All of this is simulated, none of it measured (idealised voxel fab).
process module | voxel self aligned contacts
cross-section cut | 190 nm wide | cells 5 nm
A cross-section is a grid of square cells, given in bands from the top down. A band is one or more rows of cells.
Each band's line starts with the height of the band's top and of its bottom, in nm. Then come its materials from left to right, each with its width in nm. One material with "throughout" fills the band from edge to edge. "air" is empty space.
Height 0 is the level under which the wafer as received is all one material. The lowest band goes on downwards, as in "0 down".
A width such as "30 to 40" changes by the same amount from each row of cells to the next, from the band's top row to its bottom row.
"no change" after a step means that no cell of the cross-section changed.
closed voids: empty space of 8 cells or more with no open way to the top, each as width x height at its distance from the left edge, in nm
after a step's settings: what the simulator itself notes on the step
overlay nm, on a step with a mask: how far to the right of its planned place the mask lay; to the left if negative
plan
1 op RECEIVE | material Si
2 op OXIDIZE | depth nm 5
3 op DIRECTIONAL_DEP | material polySi | thk nm 25
4 op DIRECTIONAL_DEP | material SiN | thk nm 25
5 op PATTERN | tone cover | mask id GATE | material resist | width nm 25 | pitch nm 60 | thk nm 20 | overlay nm 0
6 op DIRECTIONAL_ETCH | etch materials SiN | depth nm 25
7 op DIRECTIONAL_ETCH | etch materials polySi | depth nm 25
8 op STRIP | etch materials resist
9 op CONFORMAL_DEP | material SiN | thk nm 10
10 op DIRECTIONAL_ETCH | etch materials SiN | depth nm 10
11 op FILL_DEP | material SiO2 | thk nm 20
12 op CMP | height nm 60
13 op DIRECTIONAL_DEP | material aC | thk nm 10
14 op PATTERN | tone open | mask id CONTACT | material resist | width nm 45 | thk nm 25 | overlay nm 0
15 op DIRECTIONAL_ETCH | etch materials aC | depth nm 10
16 op STRIP | etch materials resist
17 op DIRECTIONAL_ETCH | etch materials SiO2 | depth nm 65
18 op STRIP | etch materials aC
19 op CONFORMAL_DEP | material TiN | thk nm 5
20 op FILL_DEP | material Ru | thk nm 10
21 op CMP | height nm 60
22 op CONFORMAL_DEP | material SiCN | thk nm 5
as received, after step 1
  0 down: Si throughout
  closed voids: none
a wafer at the end: this start, this plan, one mistake
  65 to 60: SiCN throughout
  60 to 55: SiO2 70 | TiN 45 | SiO2 75
  55 to 25: SiO2 35 | SiN 55 | TiN 5 | SiN 55 | SiO2 40
  25 to 5: SiO2 35 | SiN 15 | polySi 25 | SiN 15 | TiN 5 | SiN 15 | polySi 25 | SiN 15 | SiO2 40
  5 to 0: SiN 50 | polySi 25 | SiN 35 | polySi 25 | SiN 55
  0 to -5: SiO2 throughout
  -5 down: Si throughout
  closed voids: none
what went wrong: step 9 ran as: op CONFORMAL_DEP | material SiN | thk nm 15
